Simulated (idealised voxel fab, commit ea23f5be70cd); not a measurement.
The document below concerns the process module designated voxel wiring stack.
Square cell edge 5 nm, section width 220 nm, ID cut.
A cross-section is written here as square cells arranged in a grid, and it is given in bands from the top down, each band taking up one or more rows of cells. Heights first: top, then bottom, in nm. Then materials, left to right, each with a width in nm. "edge to edge" on a single material: fills the band edge to edge. "blank": empty space. Height datum 0, below which the as-received substrate wafer is one material. Lowest band open at the bottom, running downward: "0 and below". The width entry "30->40" should be interpreted row by row: the top row of cells in the band takes the first number, the bottom row takes the second number, and the change between adjacent rows is uniform throughout. When a step is marked "nothing changed", none of the cells in the cross-section changed during that step. Listed in "Closed void catalog": every empty space of 8 or more cells without an open way to the top. Form: width x height at distance, the distance being from the left edge, all in nm. What comes after the settings on a step's line is commentary from the simulator itself on that step. On any step carrying a mask, the "overlay nm" setting, if present on the step's line, tells how far right of its planned place the mask lay; negative values point to the left.
-- Intended process steps
| 1 | op RECEIVE | material Si |
| 2 | op CONFORMAL_DEP | material SiO2 | thk nm 15 |
| 3 | op DIRECTIONAL_DEP | material TiN | thk nm 5 |
| 4 | op DIRECTIONAL_DEP | material W | thk nm 15 |
| 5 | op DIRECTIONAL_DEP | material aC | thk nm 10 |
| 6 | op PATTERN | tone cover | mask id METAL_1 | material resist | width nm 20 | pitch nm 50 | thk nm 25 | overlay nm 0 |
| 7 | op DIRECTIONAL_ETCH | etch materials aC | depth nm 10 |
| 8 | op STRIP | etch materials resist |
| 9 | op DIRECTIONAL_ETCH | etch materials W | depth nm 15 |
| 10 | op DIRECTIONAL_ETCH | etch materials TiN | depth nm 5 |
| 11 | op STRIP | etch materials aC |
| 12 | op CONFORMAL_DEP | material SiN | thk nm 5 |
| 13 | op FILL_DEP | material SiO2 | thk nm 10 |
| 14 | op CMP | height nm 35 |
| 15 | op CONFORMAL_DEP | material SiCN | thk nm 5 |
| 16 | op DIRECTIONAL_DEP | material lowk | thk nm 10 |
| 17 | op DIRECTIONAL_DEP | material aC | thk nm 15 |
| 18 | op PATTERN | tone open | mask id PLUG_1 | material resist | width nm 15 | pitch nm 50 | thk nm 30 | overlay nm 0 |
| 19 | op DIRECTIONAL_ETCH | etch materials aC | depth nm 15 |
| 20 | op STRIP | etch materials resist |
| 21 | op DIRECTIONAL_ETCH | etch materials lowk | depth nm 10 |
| 22 | op DIRECTIONAL_ETCH | etch materials SiCN | depth nm 5 |
| 23 | op STRIP | etch materials aC |
| 24 | op EPI | material Ru | thk nm 10 |
| 25 | op EPI | material Ru | thk nm 5 |
| 26 | op CONFORMAL_DEP | material SiCN | thk nm 5 |
| 27 | op DIRECTIONAL_DEP | material SiO2 | thk nm 25 |
| 28 | op MASKED_ETCH | tone open | mask id METAL_2 | width nm 20 | pitch nm 50 | etch materials SiO2 | depth nm 25 | overlay nm 0 |
| 29 | op MASKED_ETCH | tone open | mask id METAL_2 | width nm 20 | pitch nm 50 | etch materials SiCN | depth nm 5 | overlay nm 0 |
| 30 | op CONFORMAL_DEP | material TiN | thk nm 5 |
| 31 | op FILL_DEP | material W | thk nm 10 |
| 32 | op CMP | height nm 80 |
| 33 | op CONFORMAL_DEP | material SiCN | thk nm 5 |
| 34 | op DIRECTIONAL_DEP | material SiO2 | thk nm 10 |
| 35 | op DIRECTIONAL_DEP | material aC | thk nm 15 |
| 36 | op PATTERN | tone open | mask id PLUG_2 | material resist | width nm 15 | pitch nm 50 | thk nm 30 | overlay nm 0 |
| 37 | op DIRECTIONAL_ETCH | etch materials aC | depth nm 15 |
| 38 | op STRIP | etch materials resist |
| 39 | op DIRECTIONAL_ETCH | etch materials SiO2 | depth nm 10 |
| 40 | op DIRECTIONAL_ETCH | etch materials SiCN | depth nm 5 |
| 41 | op STRIP | etch materials aC |
| 42 | op EPI | material Ru | thk nm 10 |
| 43 | op EPI | material Ru | thk nm 5 |
| 44 | op DIRECTIONAL_DEP | material TiN | thk nm 5 |
| 45 | op DIRECTIONAL_DEP | material Ru | thk nm 20 |
| 46 | op MASKED_ETCH | tone cover | mask id METAL_3 | width nm 20 | pitch nm 50 | etch materials Ru | depth nm 20 | overlay nm 0 |
| 47 | op MASKED_ETCH | tone cover | mask id METAL_3 | width nm 20 | pitch nm 50 | etch materials TiN | depth nm 5 | overlay nm 0 |
| 48 | op CONFORMAL_DEP | material SiCN | thk nm 5 |
| 49 | op FILL_DEP | material SiO2 | thk nm 10 |
| 50 | op CMP | height nm 120 |
| 51 | op CONFORMAL_DEP | material SiN | thk nm 5 |
-- Delivered wafer in cross-section: state after step 1
  0 and below: Si edge to edge
  Closed void catalog: none
-- Starting structure and process plan are as shown above, but one mistake was made in running the module; the wafer cross-section at the end of the module follows
  125 down to 120: SiN edge to edge
  120 down to 100: 70 nm SiO2 | 5 nm SiCN | 20 nm Ru | 5 nm SiCN | 20 nm SiO2 | 5 nm SiCN | 20 nm Ru | 5 nm SiCN | 70 nm SiO2
  100 down to 95: 75 nm SiCN | 20 nm TiN | 30 nm SiCN | 20 nm TiN | 75 nm SiCN
  95 down to 85: 75 nm SiO2 | 15 nm Ru | 35 nm SiO2 | 15 nm Ru | 80 nm SiO2
  85 down to 80: 75 nm SiCN | 15 nm Ru | 35 nm SiCN | 15 nm Ru | 80 nm SiCN
  80 down to 55: 75 nm SiO2 | 5 nm TiN | 10 nm W | 5 nm TiN | 30 nm SiO2 | 5 nm TiN | 10 nm W | 5 nm TiN | 75 nm SiO2
  55 down to 50: 75 nm SiCN | 20 nm TiN | 30 nm SiCN | 20 nm TiN | 75 nm SiCN
  50 down to 40: 75 nm lowk | 5 nm SiCN | 5 nm TiN | 5 nm SiCN | 35 nm lowk | 5 nm SiCN | 5 nm TiN | 5 nm SiCN | 80 nm lowk
  40 down to 35: 80 nm SiCN | 5 nm TiN | 45 nm SiCN | 5 nm TiN | 85 nm SiCN
  35 down to 25: SiO2 edge to edge
  25 down to 20: 70 nm SiO2 | 30 nm SiN | 20 nm SiO2 | 30 nm SiN | 70 nm SiO2
  20 down to 5: 70 nm SiO2 | 5 nm SiN | 20 nm W | 5 nm SiN | 20 nm SiO2 | 5 nm SiN | 20 nm W | 5 nm SiN | 70 nm SiO2
  5 down to 0: 75 nm SiN | 20 nm TiN | 30 nm SiN | 20 nm TiN | 75 nm SiN
  0 and below: Si edge to edge
  Closed void catalog: none
Deviation from plan: step 2 of the plan never got run, it was skipped over
